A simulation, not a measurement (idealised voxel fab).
This is a process module. Its name is voxel self aligned contacts.
Cross-section cut: width 220 nm, square cells of 5 nm.
When this document writes out a cross-section, it uses a grid of square cells and lists it as bands, beginning at the top and moving down, with a band standing for one or more rows of cells. Each band's line starts with the height of the band's top and of its bottom, in nm. Then come its materials from left to right, each with its width in nm. One material with "throughout" fills the band from edge to edge. "empty" is empty space. Beneath 0, the wafer as received is one material, and that level is where height counting begins. The lowest band goes on downward without a bottom; it is written like "from 0 down". The notation "30..40" denotes a width that varies across the rows of cells in the band, beginning at the first number in the top row, finishing at the second number in the bottom row, and changing by an identical amount from each row to the next. Where the words "remained unchanged" appear for a step, the cross-section shows no cell changed by that step; every cell remained as before. Listed in "Non-vented voids": every empty space of 8 or more cells without an open way to the top. Form: width x height at distance, the distance being from the left edge, all in nm. Where a step's line continues beyond its settings, the continuation is a remark by the simulator itself on that step. overlay nm: mask right of planned place by this much (step with mask). Neg. = left.
### List of planned process steps
1 op RECEIVE | material Si
2 op OXIDIZE | depth nm 5
3 op DIRECTIONAL_DEP | material polySi | thk nm 30
4 op DIRECTIONAL_DEP | material SiN | thk nm 15
5 op MASKED_ETCH | tone cover | mask id GATE | width nm 30 | pitch nm 60 | etch materials SiN | depth nm 15 | overlay nm 0
6 op MASKED_ETCH | tone cover | mask id GATE | width nm 30 | pitch nm 60 | etch materials polySi | depth nm 30 | overlay nm 0
7 op CONFORMAL_DEP | material SiN | thk nm 5
8 op DIRECTIONAL_ETCH | etch materials SiN | depth nm 5
9 op FILL_DEP | material SiO2 | thk nm 15
10 op CMP | height nm 55
11 op PATTERN | tone open | mask id CONTACT | material resist | width nm 40 | pitch nm 60 | thk nm 20 | overlay nm 0
12 op DIRECTIONAL_ETCH | etch materials SiO2 | depth nm 60
13 op STRIP | etch materials resist
14 op CONFORMAL_DEP | material TiN | thk nm 5
15 op FILL_DEP | material W | thk nm 5
16 op CMP | height nm 55
17 op CONFORMAL_DEP | material SiN | thk nm 5
### Wafer as received: cross-section following step 1
- from 0 down | Si throughout
- Non-vented voids: none
### Here's the wafer cut in cross-section after the module, started and planned just like above, except one thing was done wrong in the run
- from 60 to 55 | SiN throughout
- from 55 to 45 | SiO2 (60); TiN (5..15); W (30..10); TiN (5..15); SiO2 (20); TiN (5..15); W (30..10); TiN (5..15); SiO2 (60)
- from 45 to 35 | SiO2 (30); SiN (40); TiN (5); W (10); TiN (5); SiN (40); TiN (5); W (10); TiN (5); SiN (40); SiO2 (30)
- from 35 to 30 | SiO2 (30); SiN (40); TiN (20); SiN (40); TiN (20); SiN (40); SiO2 (30)
- from 30 to 0 | SiO2 (20); SiN (5); polySi (40); SiN (5); TiN (10); SiN (5); polySi (40); SiN (5); TiN (10); SiN (5); polySi (40); SiN (5); SiO2 (30)
- from 0 to -5 | SiO2 (70); TiN (10); SiO2 (50); TiN (10); SiO2 (80)
- from -5 down | Si throughout
- Non-vented voids: none
Against the plan, the run slipped here: contrary to plan, step 6 was performed as op MASKED_ETCH | tone cover | mask id GATE | width nm 30 | pitch nm 60 | etch materials polySi | depth nm 30 | overlay nm -10
